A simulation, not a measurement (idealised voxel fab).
You're looking at the process module voxel self aligned vias.
Cross-sectional view cut (width: 215 nm; square cell size: 5 nm).
The cross-sections in this document take the form of a grid made of square cells. They are written out as bands, in order from top to bottom. Each band consists of one or more rows of cells. Band: top height; bottom height; in nm. Then, left to right: material with width in nm, for each material. "all across": a single material spanning edge to edge. "empty": empty space. We count height from 0. Below that, the starting wafer is all one material. The lowest band never ends at the bottom but goes on down; see "0 down" for how that is written. Think of "30..40" as a width that walks from the first number to the second as you go down the band, top row to bottom row, taking equal-sized steps from row to row. What does "nothing got changed" mean for a step? It means no cell of the cross-section changed in that step. You'll see "Enclosed void list" listing empty spaces that have no way open to the top, as long as they're 8 cells or more; the notation is width x height at distance, where the distance is from the left edge, and all of it is in nm. That trailing text on a step's line, after the settings, is the simulator's own remark on the step. overlay nm, on a step with a mask: how far to the right of its planned place the mask lay; to the left if negative.

plan
step 1: RECEIVE,material Si
step 2: CONFORMAL_DEP,material SiO2,thk nm 10
step 3: CONFORMAL_DEP,material SiCN,thk nm 5
step 4: DIRECTIONAL_DEP,material lowk,thk nm 25
step 5: PATTERN,tone open,mask id LINES,material resist,width nm 25,pitch nm 55,thk nm 20,overlay nm 0
step 6: DIRECTIONAL_ETCH,etch materials lowk,depth nm 25
step 7: STRIP,etch materials resist
step 8: CONFORMAL_DEP,material TiN,thk nm 5
step 9: FILL_DEP,material W,thk nm 10
step 10: CMP,height nm 40
step 11: SELECTIVE_ETCH,etch materials W Ru TiN,depth nm 5
step 12: FILL_DEP,material SiN,thk nm 5
step 13: CMP,height nm 40
step 14: DIRECTIONAL_DEP,material lowk,thk nm 20
step 15: MASKED_ETCH,tone open,mask id VIAS,width nm 35,pitch nm 110,etch materials lowk,depth nm 20,overlay nm 0
step 16: MASKED_ETCH,tone open,mask id VIAS,width nm 35,pitch nm 110,etch materials SiN,depth nm 5,overlay nm 0
step 17: CONFORMAL_DEP,material TiN,thk nm 5
step 18: FILL_DEP,material W,thk nm 10
step 19: CMP,height nm 60
step 20: CONFORMAL_DEP,material SiN,thk nm 5

The first of a set of two wafers, run to plan

Received-state cross-section, reflecting completion of step 1
0 down  Si all across
Enclosed void list: none

How the wafer stands in section after step 2
10 to 0  SiO2 all across
All layers under 0 are left as they were.

How the wafer stands in section after step 3
15 to 10  SiCN all across
All layers under 10 are left as they were.

How the wafer stands in section after step 4
40 to 15  lowk all across
All layers under 15 are left as they were.

How the wafer stands in section after step 5
60 to 40  resist 40, then empty 25, then resist 30, then empty 25, then resist 30, then empty 25, then resist 40
All layers under 40 are left as they were.

How the wafer stands in section after step 6
60 to 40  resist 40, then empty 25, then resist 30, then empty 25, then resist 30, then empty 25, then resist 40
40 to 15  lowk 40, then empty 25, then lowk 30, then empty 25, then lowk 30, then empty 25, then lowk 40
All layers under 15 are left as they were.

How the wafer stands in section after step 7
40 to 15  lowk 40, then empty 25, then lowk 30, then empty 25, then lowk 30, then empty 25, then lowk 40
All layers under 15 are left as they were.

How the wafer stands in section after step 8
45 to 40  TiN 45, then empty 15, then TiN 40, then empty 15, then TiN 40, then empty 15, then TiN 45
40 to 20  lowk 40, then TiN 5, then empty 15, then TiN 5, then lowk 30, then TiN 5, then empty 15, then TiN 5, then lowk 30, then TiN 5, then empty 15, then TiN 5, then lowk 40
20 to 15  lowk 40, then TiN 25, then lowk 30, then TiN 25, then lowk 30, then TiN 25, then lowk 40
All layers under 15 are left as they were.

How the wafer stands in section after step 9
55 to 45  W all across
45 to 40  TiN 45, then W 15, then TiN 40, then W 15, then TiN 40, then W 15, then TiN 45
40 to 20  lowk 40, then TiN 5, then W 15, then TiN 5, then lowk 30, then TiN 5, then W 15, then TiN 5, then lowk 30, then TiN 5, then W 15, then TiN 5, then lowk 40
All layers under 20 are left as they were.

How the wafer stands in section after step 10
40 to 20  lowk 40, then TiN 5, then W 15, then TiN 5, then lowk 30, then TiN 5, then W 15, then TiN 5, then lowk 30, then TiN 5, then W 15, then TiN 5, then lowk 40
All layers under 20 are left as they were.

How the wafer stands in section after step 11
40 to 35  lowk 40, then empty 25, then lowk 30, then empty 25, then lowk 30, then empty 25, then lowk 40
All layers under 35 are left as they were.

How the wafer stands in section after step 12
45 to 40  SiN all across
40 to 35  lowk 40, then SiN 25, then lowk 30, then SiN 25, then lowk 30, then SiN 25, then lowk 40
All layers under 35 are left as they were.

How the wafer stands in section after step 13
40 to 35  lowk 40, then SiN 25, then lowk 30, then SiN 25, then lowk 30, then SiN 25, then lowk 40
All layers under 35 are left as they were.

How the wafer stands in section after step 14
60 to 40  lowk all across
All layers under 40 are left as they were.

How the wafer stands in section after step 15
60 to 40  lowk 35, then empty 35, then lowk 75, then empty 35, then lowk 35
All layers under 40 are left as they were.

How the wafer stands in section after step 16
60 to 40  lowk 35, then empty 35, then lowk 75, then empty 35, then lowk 35
40 to 35  lowk 40, then empty 25, then lowk 30, then SiN 25, then lowk 30, then empty 25, then lowk 40
All layers under 35 are left as they were.

How the wafer stands in section after step 17
65 to 60  TiN 40, then empty 25, then TiN 85, then empty 25, then TiN 40
60 to 45  lowk 35, then TiN 5, then empty 25, then TiN 5, then lowk 75, then TiN 5, then empty 25, then TiN 5, then lowk 35
45 to 40  lowk 35, then TiN 10, then empty 15, then TiN 10, then lowk 75, then TiN 10, then empty 15, then TiN 10, then lowk 35
40 to 35  lowk 40, then TiN 25, then lowk 30, then SiN 25, then lowk 30, then TiN 25, then lowk 40
All layers under 35 are left as they were.

How the wafer stands in section after step 18
75 to 65  W all across
65 to 60  TiN 40, then W 25, then TiN 85, then W 25, then TiN 40
60 to 45  lowk 35, then TiN 5, then W 25, then TiN 5, then lowk 75, then TiN 5, then W 25, then TiN 5, then lowk 35
45 to 40  lowk 35, then TiN 10, then W 15, then TiN 10, then lowk 75, then TiN 10, then W 15, then TiN 10, then lowk 35
All layers under 40 are left as they were.

How the wafer stands in section after step 19
60 to 45  lowk 35, then TiN 5, then W 25, then TiN 5, then lowk 75, then TiN 5, then W 25, then TiN 5, then lowk 35
All layers under 45 are left as they were.

How the wafer stands in section after step 20
65 to 60  SiN all across
All layers under 60 are left as they were.

The remaining wafer, second of the two, started like the first and was run to the same plan, except that one mistake was made along the way; the two coincide through step 2, inclusive

Planned end of step 3: second wafer, cross-section: nothing got changed

Planned end of step 4: second wafer, cross-section
35 to 10  lowk all across
All layers under 10 are left as they were.

Planned end of step 5: second wafer, cross-section
55 to 35  resist 40, then empty 25, then resist 30, then empty 25, then resist 30, then empty 25, then resist 40
All layers under 35 are left as they were.

Planned end of step 6: second wafer, cross-section
55 to 35  resist 40, then empty 25, then resist 30, then empty 25, then resist 30, then empty 25, then resist 40
35 to 10  lowk 40, then empty 25, then lowk 30, then empty 25, then lowk 30, then empty 25, then lowk 40
All layers under 10 are left as they were.

Planned end of step 7: second wafer, cross-section
35 to 10  lowk 40, then empty 25, then lowk 30, then empty 25, then lowk 30, then empty 25, then lowk 40
All layers under 10 are left as they were.

Planned end of step 8: second wafer, cross-section
40 to 35  TiN 45, then empty 15, then TiN 40, then empty 15, then TiN 40, then empty 15, then TiN 45
35 to 15  lowk 40, then TiN 5, then empty 15, then TiN 5, then lowk 30, then TiN 5, then empty 15, then TiN 5, then lowk 30, then TiN 5, then empty 15, then TiN 5, then lowk 40
15 to 10  lowk 40, then TiN 25, then lowk 30, then TiN 25, then lowk 30, then TiN 25, then lowk 40
All layers under 10 are left as they were.

Planned end of step 9: second wafer, cross-section
50 to 40  W all across
40 to 35  TiN 45, then W 15, then TiN 40, then W 15, then TiN 40, then W 15, then TiN 45
35 to 15  lowk 40, then TiN 5, then W 15, then TiN 5, then lowk 30, then TiN 5, then W 15, then TiN 5, then lowk 30, then TiN 5, then W 15, then TiN 5, then lowk 40
All layers under 15 are left as they were.

Planned end of step 10: second wafer, cross-section
40 to 35  TiN 45, then W 15, then TiN 40, then W 15, then TiN 40, then W 15, then TiN 45
All layers under 35 are left as they were.

Planned end of step 11: second wafer, cross-section
35 to 15  lowk 40, then TiN 5, then W 15, then TiN 5, then lowk 30, then TiN 5, then W 15, then TiN 5, then lowk 30, then TiN 5, then W 15, then TiN 5, then lowk 40
All layers under 15 are left as they were.

Planned end of step 12: second wafer, cross-section
40 to 35  SiN all across
All layers under 35 are left as they were.

Planned end of step 13: second wafer, cross-section: nothing got changed

Planned end of step 14: second wafer, cross-section
60 to 40  lowk all across
All layers under 40 are left as they were.

Planned end of step 15: second wafer, cross-section
60 to 40  lowk 35, then empty 35, then lowk 75, then empty 35, then lowk 35
All layers under 40 are left as they were.

Planned end of step 16: second wafer, cross-section
60 to 40  lowk 35, then empty 35, then lowk 75, then empty 35, then lowk 35
40 to 35  SiN 35, then empty 35, then SiN 75, then empty 35, then SiN 35
All layers under 35 are left as they were.

Planned end of step 17: second wafer, cross-section
65 to 60  TiN 40, then empty 25, then TiN 85, then empty 25, then TiN 40
60 to 40  lowk 35, then TiN 5, then empty 25, then TiN 5, then lowk 75, then TiN 5, then empty 25, then TiN 5, then lowk 35
40 to 35  SiN 35, then TiN 35, then SiN 75, then TiN 35, then SiN 35
All layers under 35 are left as they were.

Planned end of step 18: second wafer, cross-section
75 to 65  W all across
65 to 60  TiN 40, then W 25, then TiN 85, then W 25, then TiN 40
60 to 40  lowk 35, then TiN 5, then W 25, then TiN 5, then lowk 75, then TiN 5, then W 25, then TiN 5, then lowk 35
All layers under 40 are left as they were.

Planned end of step 19: second wafer, cross-section
60 to 40  lowk 35, then TiN 5, then W 25, then TiN 5, then lowk 75, then TiN 5, then W 25, then TiN 5, then lowk 35
All layers under 40 are left as they were.

Planned end of step 20: second wafer, cross-section
65 to 60  SiN all across
All layers under 60 are left as they were.
Deviation noted in wafer processing: skipped: plan step 3 (never run)
Count the cells at the end and the second wafer has more or fewer of some materials than the first: -43 SiCN; +24 SiN; +6 TiN; +13 W
